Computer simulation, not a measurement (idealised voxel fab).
Herein follows the process module entitled voxel capacitor over wiring.
Displayed cross-section: cut, width of 160 nm, square cells sized 5 nm.
We lay out every cross-section as a grid of square cells and spell it out in bands from the top down, where one band means one or more rows of cells.
Band: top and bottom heights (nm) first, top before bottom; then materials from left to right, widths in nm. "throughout" marks a sole material filling the band edge to edge. "air" denotes empty space.
The level at which height equals 0 is the one under which the wafer, as it arrives, is entirely one material. No lower edge exists for the bottom band, which continues downward and is notated as in "0 and below".
Note: "30..40" means the width goes from the first number (top row of the band) to the second number (bottom row) in equal steps per row of cells.
Basically "changes: none" means that step didn't change any cell in the cross-section.
Empty spaces without an open route to the top, at least 8 cells in extent, make up the entry "Completely enclosed voids"; each is given as width x height at distance, where the distance is measured from the left edge, and all are in nm.
If you see something after the settings on a step's line, that's the simulator's own remark about that step.
Among the settings permitted on a step's line is "overlay nm"; applied to a step with a mask, it specifies the extent to which the mask lay to the right of its planned position, whereas a negative figure signifies a position to the left.
THE PROCESS STEPS THAT WERE PLANNED ARE LISTED BELOW
- 1: RECEIVE [material Si]
- 2: CONFORMAL_DEP [material SiO2] [thk nm 10]
- 3: DIRECTIONAL_DEP [material TiN] [thk nm 5]
- 4: DIRECTIONAL_DEP [material Ru] [thk nm 20]
- 5: DIRECTIONAL_DEP [material aC] [thk nm 15]
- 6: PATTERN [tone cover] [mask id METAL_1] [material resist] [width nm 25] [pitch nm 75] [thk nm 35] [overlay nm 0]
- 7: DIRECTIONAL_ETCH [etch materials aC] [depth nm 15]
- 8: STRIP [etch materials resist]
- 9: DIRECTIONAL_ETCH [etch materials Ru] [depth nm 20]
- 10: DIRECTIONAL_ETCH [etch materials TiN] [depth nm 5]
- 11: STRIP [etch materials aC]
- 12: FILL_DEP [material lowk] [thk nm 5]
- 13: CMP [height nm 35]
- 14: CONFORMAL_DEP [material SiCN] [thk nm 5]
- 15: DIRECTIONAL_DEP [material SiO2] [thk nm 10]
- 16: DIRECTIONAL_DEP [material aC] [thk nm 10]
- 17: PATTERN [tone open] [mask id PLUG_1] [material resist] [width nm 15] [thk nm 30] [overlay nm 0]
- 18: DIRECTIONAL_ETCH [etch materials aC] [depth nm 10]
- 19: STRIP [etch materials resist]
- 20: DIRECTIONAL_ETCH [etch materials SiO2] [depth nm 10]
- 21: DIRECTIONAL_ETCH [etch materials SiCN] [depth nm 5]
- 22: STRIP [etch materials aC]
- 23: CONFORMAL_DEP [material TiN] [thk nm 5]
- 24: FILL_DEP [material Ru] [thk nm 5]
- 25: CMP [height nm 50]
- 26: DIRECTIONAL_DEP [material TiN] [thk nm 10]
- 27: DIRECTIONAL_DEP [material HfO2] [thk nm 5]
- 28: DIRECTIONAL_DEP [material TiN] [thk nm 10]
- 29: MASKED_ETCH [tone cover] [mask id UPPER_PLATE] [width nm 55] [etch materials TiN] [depth nm 10] [overlay nm 0]
- 30: MASKED_ETCH [tone cover] [mask id UPPER_PLATE] [width nm 55] [etch materials HfO2] [depth nm 5] [overlay nm 0]
- 31: PATTERN [tone cover] [mask id LOWER_PLATE] [material resist] [width nm 65] [thk nm 20] [overlay nm 0]
- 32: DIRECTIONAL_ETCH [etch materials TiN] [depth nm 10]
- 33: STRIP [etch materials resist]
- 34: FILL_DEP [material SiO2] [thk nm 20]
- 35: CMP [height nm 90]
- 36: PATTERN [tone open] [mask id PLUG_2] [material resist] [width nm 15] [thk nm 20] [overlay nm 0]
- 37: DIRECTIONAL_ETCH [etch materials SiO2] [depth nm 15]
- 38: STRIP [etch materials resist]
- 39: CONFORMAL_DEP [material TiN] [thk nm 5]
- 40: FILL_DEP [material W] [thk nm 5]
- 41: CMP [height nm 90]
- 42: CONFORMAL_DEP [material SiN] [thk nm 5]
THE FOLLOWING PERTAINS TO THE FIRST OF TWO WAFERS, WHICH WAS PROCESSED AS PLANNED
AS RECEIVED (POST STEP 1): CROSS-SECTION
0 and below  Si throughout
Completely enclosed voids: none
AFTER STEP 2: WAFER CROSS-SECTION
10 down to 0  SiO2 throughout
Anything lower than 0 is untouched.
AFTER STEP 3: WAFER CROSS-SECTION
15 down to 10  TiN throughout
Anything lower than 10 is untouched.
AFTER STEP 4: WAFER CROSS-SECTION
35 down to 15  Ru throughout
Anything lower than 15 is untouched.
AFTER STEP 5: WAFER CROSS-SECTION
50 down to 35  aC throughout
Anything lower than 35 is untouched.
AFTER STEP 6: WAFER CROSS-SECTION
85 down to 50  air (30) | resist (25) | air (50) | resist (25) | air (30)
Anything lower than 50 is untouched.
AFTER STEP 7: WAFER CROSS-SECTION
70 down to 50  air (30) | resist (25) | air (50) | resist (25) | air (30)
50 down to 35  air (30) | aC (25) | air (50) | aC (25) | air (30)
Anything lower than 35 is untouched.
AFTER STEP 8: WAFER CROSS-SECTION
50 down to 35  air (30) | aC (25) | air (50) | aC (25) | air (30)
Anything lower than 35 is untouched.
AFTER STEP 9: WAFER CROSS-SECTION
50 down to 35  air (30) | aC (25) | air (50) | aC (25) | air (30)
35 down to 15  air (30) | Ru (25) | air (50) | Ru (25) | air (30)
Anything lower than 15 is untouched.
AFTER STEP 10: WAFER CROSS-SECTION
50 down to 35  air (30) | aC (25) | air (50) | aC (25) | air (30)
35 down to 15  air (30) | Ru (25) | air (50) | Ru (25) | air (30)
15 down to 10  air (30) | TiN (25) | air (50) | TiN (25) | air (30)
Anything lower than 10 is untouched.
AFTER STEP 11: WAFER CROSS-SECTION
35 down to 15  air (30) | Ru (25) | air (50) | Ru (25) | air (30)
Anything lower than 15 is untouched.
AFTER STEP 12: WAFER CROSS-SECTION
40 down to 35  lowk throughout
35 down to 15  lowk (30) | Ru (25) | lowk (50) | Ru (25) | lowk (30)
15 down to 10  lowk (30) | TiN (25) | lowk (50) | TiN (25) | lowk (30)
Anything lower than 10 is untouched.
AFTER STEP 13: WAFER CROSS-SECTION
35 down to 15  lowk (30) | Ru (25) | lowk (50) | Ru (25) | lowk (30)
Anything lower than 15 is untouched.
AFTER STEP 14: WAFER CROSS-SECTION
40 down to 35  SiCN throughout
Anything lower than 35 is untouched.
AFTER STEP 15: WAFER CROSS-SECTION
50 down to 40  SiO2 throughout
Anything lower than 40 is untouched.
AFTER STEP 16: WAFER CROSS-SECTION
60 down to 50  aC throughout
Anything lower than 50 is untouched.
AFTER STEP 17: WAFER CROSS-SECTION
90 down to 60  resist (40) | air (15) | resist (105)
Anything lower than 60 is untouched.
AFTER STEP 18: WAFER CROSS-SECTION
80 down to 60  resist (40) | air (15) | resist (105)
60 down to 50  aC (40) | air (15) | aC (105)
Anything lower than 50 is untouched.
AFTER STEP 19: WAFER CROSS-SECTION
60 down to 50  aC (40) | air (15) | aC (105)
Anything lower than 50 is untouched.
AFTER STEP 20: WAFER CROSS-SECTION
60 down to 50  aC (40) | air (15) | aC (105)
50 down to 40  SiO2 (40) | air (15) | SiO2 (105)
Anything lower than 40 is untouched.
AFTER STEP 21: WAFER CROSS-SECTION
60 down to 50  aC (40) | air (15) | aC (105)
50 down to 40  SiO2 (40) | air (15) | SiO2 (105)
40 down to 35  SiCN (40) | air (15) | SiCN (105)
Anything lower than 35 is untouched.
AFTER STEP 22: WAFER CROSS-SECTION
50 down to 40  SiO2 (40) | air (15) | SiO2 (105)
Anything lower than 40 is untouched.
AFTER STEP 23: WAFER CROSS-SECTION
55 down to 50  TiN (45) | air (5) | TiN (110)
50 down to 40  SiO2 (40) | TiN (5) | air (5) | TiN (5) | SiO2 (105)
40 down to 35  SiCN (40) | TiN (15) | SiCN (105)
Anything lower than 35 is untouched.
AFTER STEP 24: WAFER CROSS-SECTION
60 down to 55  Ru throughout
55 down to 50  TiN (45) | Ru (5) | TiN (110)
50 down to 40  SiO2 (40) | TiN (5) | Ru (5) | TiN (5) | SiO2 (105)
Anything lower than 40 is untouched.
AFTER STEP 25: WAFER CROSS-SECTION
50 down to 40  SiO2 (40) | TiN (5) | Ru (5) | TiN (5) | SiO2 (105)
Anything lower than 40 is untouched.
AFTER STEP 26: WAFER CROSS-SECTION
60 down to 50  TiN throughout
Anything lower than 50 is untouched.
AFTER STEP 27: WAFER CROSS-SECTION
65 down to 60  HfO2 throughout
Anything lower than 60 is untouched.
AFTER STEP 28: WAFER CROSS-SECTION
75 down to 65  TiN throughout
Anything lower than 65 is untouched.
AFTER STEP 29: WAFER CROSS-SECTION
75 down to 65  air (40) | TiN (55) | air (65)
Anything lower than 65 is untouched.
AFTER STEP 30: WAFER CROSS-SECTION
75 down to 65  air (40) | TiN (55) | air (65)
65 down to 60  air (40) | HfO2 (55) | air (65)
Anything lower than 60 is untouched.
AFTER STEP 31: WAFER CROSS-SECTION
95 down to 75  air (35) | resist (65) | air (60)
75 down to 65  air (35) | resist (5) | TiN (55) | resist (5) | air (60)
65 down to 60  air (35) | resist (5) | HfO2 (55) | resist (5) | air (60)
Anything lower than 60 is untouched.
AFTER STEP 32: WAFER CROSS-SECTION
95 down to 75  air (35) | resist (65) | air (60)
75 down to 65  air (35) | resist (5) | TiN (55) | resist (5) | air (60)
65 down to 60  air (35) | resist (5) | HfO2 (55) | resist (5) | air (60)
60 down to 50  air (35) | TiN (65) | air (60)
Anything lower than 50 is untouched.
AFTER STEP 33: WAFER CROSS-SECTION
75 down to 65  air (40) | TiN (55) | air (65)
65 down to 60  air (40) | HfO2 (55) | air (65)
Anything lower than 60 is untouched.
AFTER STEP 34: WAFER CROSS-SECTION
95 down to 75  SiO2 throughout
75 down to 65  SiO2 (40) | TiN (55) | SiO2 (65)
65 down to 60  SiO2 (40) | HfO2 (55) | SiO2 (65)
60 down to 50  SiO2 (35) | TiN (65) | SiO2 (60)
Anything lower than 50 is untouched.
AFTER STEP 35: WAFER CROSS-SECTION
90 down to 75  SiO2 throughout
Anything lower than 75 is untouched.
AFTER STEP 36: WAFER CROSS-SECTION
110 down to 90  resist (50) | air (15) | resist (95)
Anything lower than 90 is untouched.
AFTER STEP 37: WAFER CROSS-SECTION
110 down to 90  resist (50) | air (15) | resist (95)
90 down to 75  SiO2 (50) | air (15) | SiO2 (95)
Anything lower than 75 is untouched.
AFTER STEP 38: WAFER CROSS-SECTION
90 down to 75  SiO2 (50) | air (15) | SiO2 (95)
Anything lower than 75 is untouched.
AFTER STEP 39: WAFER CROSS-SECTION
95 down to 90  TiN (55) | air (5) | TiN (100)
90 down to 80  SiO2 (50) | TiN (5) | air (5) | TiN (5) | SiO2 (95)
80 down to 75  SiO2 (50) | TiN (15) | SiO2 (95)
Anything lower than 75 is untouched.
AFTER STEP 40: WAFER CROSS-SECTION
100 down to 95  W throughout
95 down to 90  TiN (55) | W (5) | TiN (100)
90 down to 80  SiO2 (50) | TiN (5) | W (5) | TiN (5) | SiO2 (95)
Anything lower than 80 is untouched.
AFTER STEP 41: WAFER CROSS-SECTION
90 down to 80  SiO2 (50) | TiN (5) | W (5) | TiN (5) | SiO2 (95)
Anything lower than 80 is untouched.
AFTER STEP 42: WAFER CROSS-SECTION
95 down to 90  SiN throughout
Anything lower than 90 is untouched.
NOTES, SECOND WAFER: START = FIRST WAFER'S, PLAN = FIRST WAFER'S, EXECUTION HAD ONE MISTAKE; HISTORY IDENTICAL TO FIRST THROUGH STEP 35
PLANNED END OF STEP 36: SECOND WAFER, CROSS-SECTION
110 down to 90  resist (45) | air (15) | resist (100)
Anything lower than 90 is untouched.
PLANNED END OF STEP 37: SECOND WAFER, CROSS-SECTION
110 down to 90  resist (45) | air (15) | resist (100)
90 down to 75  SiO2 (45) | air (15) | SiO2 (100)
Anything lower than 75 is untouched.
PLANNED END OF STEP 38: SECOND WAFER, CROSS-SECTION
90 down to 75  SiO2 (45) | air (15) | SiO2 (100)
Anything lower than 75 is untouched.
PLANNED END OF STEP 39: SECOND WAFER, CROSS-SECTION
95 down to 90  TiN (50) | air (5) | TiN (105)
90 down to 80  SiO2 (45) | TiN (5) | air (5) | TiN (5) | SiO2 (100)
80 down to 75  SiO2 (45) | TiN (15) | SiO2 (100)
Anything lower than 75 is untouched.
PLANNED END OF STEP 40: SECOND WAFER, CROSS-SECTION
100 down to 95  W throughout
95 down to 90  TiN (50) | W (5) | TiN (105)
90 down to 80  SiO2 (45) | TiN (5) | W (5) | TiN (5) | SiO2 (100)
Anything lower than 80 is untouched.
PLANNED END OF STEP 41: SECOND WAFER, CROSS-SECTION
90 down to 80  SiO2 (45) | TiN (5) | W (5) | TiN (5) | SiO2 (100)
Anything lower than 80 is untouched.
PLANNED END OF STEP 42: SECOND WAFER, CROSS-SECTION
95 down to 90  SiN throughout
Anything lower than 90 is untouched.
So what did we get wrong on this run? it should be noted that step 36 was executed with settings other than those planned, the operation and settings actually applied being PATTERN [tone open] [mask id PLUG_2] [material resist] [width nm 15] [thk nm 20] [overlay nm -5]
Comparing end states, the material composition by cell count is preserved from the first wafer to the second, while the locations of the cells are not.
